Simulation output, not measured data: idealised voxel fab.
Module name: voxel fin reveal (process module)
200 nm wide, 5 nm square cells: that's cross-section cut.
Cross-sections here: square-cell grids, written as top-down lists of bands, a band being one or more rows of cells. Quick guide to a band line: top height, bottom height (nm) up front; then every material left to right with its width in nm. Only one material and it's marked "edge to edge"? Then it fills the band edge to edge. And "empty" just means empty space. For the purposes of this specification, 0 denotes the height below which the wafer in its as-received condition is composed wholly of one material, and the lowermost band, lacking a lower limit, extends downward without end, as expressed in "0 nm and below". You'd read "30 to 40" like this: the band's top row of cells is as wide as the first number, its bottom row is as wide as the second, and going down, every row changes width by the same amount as the row before did. For the purposes of this document, the phrase "stayed the same" attached to a step denotes that no cell within the cross-section was modified by that step. Closed cavity list: empty space of 8 cells or more with no open way to the top, each as width x height at its distance from the left edge, in nm. On a step's line, text after the settings is the simulator commenting on that step. The optional step-line setting "overlay nm" applies to steps with a mask and quantifies how far to the right of its planned location the mask lay, a negative value indicating leftward placement.
STEPS IN THE PROCESS PLAN
- 1: RECEIVE [material Si]
- 2: CONFORMAL_DEP [material SiN] [thk nm 5]
- 3: PATTERN [tone cover] [mask id FINS] [material resist] [width nm 15] [pitch nm 45] [thk nm 20] [overlay nm 0]
- 4: DIRECTIONAL_ETCH [etch materials SiN] [depth nm 5]
- 5: DIRECTIONAL_ETCH [etch materials Si] [depth nm 35]
- 6: STRIP [etch materials resist]
- 7: FILL_DEP [material SiO2] [thk nm 5]
- 8: CMP [height nm 5]
- 9: SELECTIVE_ETCH [etch materials SiO2] [depth nm 20]
- 10: STRIP [etch materials SiN]
- 11: CONFORMAL_DEP [material HfO2] [thk nm 5]
FIRST WAFER, AS PLANNED
HERE'S WHAT THE WAFER LOOKED LIKE IN CROSS-SECTION WHEN IT ARRIVED - THAT'S AFTER STEP 1
0 nm and below = Si edge to edge
Closed cavity list: none
SECTIONAL VIEW: WAFER, AFTER STEP 2
5 nm to 0 nm = SiN edge to edge
Below 0, no change.
SECTIONAL VIEW: WAFER, AFTER STEP 3
25 nm to 5 nm = empty=70 / resist=15 / empty=30 / resist=15 / empty=70
Below 5, no change.
SECTIONAL VIEW: WAFER, AFTER STEP 4
25 nm to 5 nm = empty=70 / resist=15 / empty=30 / resist=15 / empty=70
5 nm to 0 nm = empty=70 / SiN=15 / empty=30 / SiN=15 / empty=70
Below 0, no change.
SECTIONAL VIEW: WAFER, AFTER STEP 5
25 nm to 5 nm = empty=70 / resist=15 / empty=30 / resist=15 / empty=70
5 nm to 0 nm = empty=70 / SiN=15 / empty=30 / SiN=15 / empty=70
0 nm to -35 nm = empty=70 / Si=15 / empty=30 / Si=15 / empty=70
Below -35, no change.
SECTIONAL VIEW: WAFER, AFTER STEP 6
5 nm to 0 nm = empty=70 / SiN=15 / empty=30 / SiN=15 / empty=70
Below 0, no change.
SECTIONAL VIEW: WAFER, AFTER STEP 7
10 nm to 5 nm = SiO2 edge to edge
5 nm to 0 nm = SiO2=70 / SiN=15 / SiO2=30 / SiN=15 / SiO2=70
0 nm to -35 nm = SiO2=70 / Si=15 / SiO2=30 / Si=15 / SiO2=70
Below -35, no change.
SECTIONAL VIEW: WAFER, AFTER STEP 8
5 nm to 0 nm = SiO2=70 / SiN=15 / SiO2=30 / SiN=15 / SiO2=70
Below 0, no change.
SECTIONAL VIEW: WAFER, AFTER STEP 9
5 nm to 0 nm = empty=70 / SiN=15 / empty=30 / SiN=15 / empty=70
0 nm to -15 nm = empty=70 / Si=15 / empty=30 / Si=15 / empty=70
Below -15, no change.
SECTIONAL VIEW: WAFER, AFTER STEP 10
0 nm to -15 nm = empty=70 / Si=15 / empty=30 / Si=15 / empty=70
Below -15, no change.
SECTIONAL VIEW: WAFER, AFTER STEP 11
5 nm to 0 nm = empty=65 / HfO2=25 / empty=20 / HfO2=25 / empty=65
0 nm to -10 nm = empty=65 / HfO2=5 / Si=15 / HfO2=5 / empty=20 / HfO2=5 / Si=15 / HfO2=5 / empty=65
-10 nm to -15 nm = HfO2=70 / Si=15 / HfO2=30 / Si=15 / HfO2=70
Below -15, no change.
NOW THE OTHER WAFER: SAME START, SAME RECIPE, BUT WE MESSED UP ONE THING WHEN RUNNING IT. UP TO AND INCLUDING STEP 2 IT'S THE SAME AS THE FIRST ONE
SECOND WAFER, SECTION VIEW, TIME POINT: SCHEDULED END OF STEP 3
25 nm to 5 nm = empty=65 / resist=25 / empty=20 / resist=25 / empty=65
Below 5, no change.
SECOND WAFER, SECTION VIEW, TIME POINT: SCHEDULED END OF STEP 4
25 nm to 5 nm = empty=65 / resist=25 / empty=20 / resist=25 / empty=65
5 nm to 0 nm = empty=65 / SiN=25 / empty=20 / SiN=25 / empty=65
Below 0, no change.
SECOND WAFER, SECTION VIEW, TIME POINT: SCHEDULED END OF STEP 5
25 nm to 5 nm = empty=65 / resist=25 / empty=20 / resist=25 / empty=65
5 nm to 0 nm = empty=65 / SiN=25 / empty=20 / SiN=25 / empty=65
0 nm to -35 nm = empty=65 / Si=25 / empty=20 / Si=25 / empty=65
Below -35, no change.
SECOND WAFER, SECTION VIEW, TIME POINT: SCHEDULED END OF STEP 6
5 nm to 0 nm = empty=65 / SiN=25 / empty=20 / SiN=25 / empty=65
Below 0, no change.
SECOND WAFER, SECTION VIEW, TIME POINT: SCHEDULED END OF STEP 7
10 nm to 5 nm = SiO2 edge to edge
5 nm to 0 nm = SiO2=65 / SiN=25 / SiO2=20 / SiN=25 / SiO2=65
0 nm to -35 nm = SiO2=65 / Si=25 / SiO2=20 / Si=25 / SiO2=65
Below -35, no change.
SECOND WAFER, SECTION VIEW, TIME POINT: SCHEDULED END OF STEP 8
5 nm to 0 nm = SiO2=65 / SiN=25 / SiO2=20 / SiN=25 / SiO2=65
Below 0, no change.
SECOND WAFER, SECTION VIEW, TIME POINT: SCHEDULED END OF STEP 9
5 nm to 0 nm = empty=65 / SiN=25 / empty=20 / SiN=25 / empty=65
0 nm to -15 nm = empty=65 / Si=25 / empty=20 / Si=25 / empty=65
Below -15, no change.
SECOND WAFER, SECTION VIEW, TIME POINT: SCHEDULED END OF STEP 10
0 nm to -15 nm = empty=65 / Si=25 / empty=20 / Si=25 / empty=65
Below -15, no change.
SECOND WAFER, SECTION VIEW, TIME POINT: SCHEDULED END OF STEP 11
5 nm to 0 nm = empty=60 / HfO2=35 / empty=10 / HfO2=35 / empty=60
0 nm to -10 nm = empty=60 / HfO2=5 / Si=25 / HfO2=5 / empty=10 / HfO2=5 / Si=25 / HfO2=5 / empty=60
-10 nm to -15 nm = HfO2=65 / Si=25 / HfO2=20 / Si=25 / HfO2=65
Below -15, no change.
Against the plan, the run slipped here: heads up, step 3 didn't go per plan, it actually ran as PATTERN [tone cover] [mask id FINS] [material resist] [width nm 25] [pitch nm 45] [thk nm 20] [overlay nm 0]
Final cells, second wafer relative to first, materials higher or lower: Si: 28 more; SiO2: 16 fewer
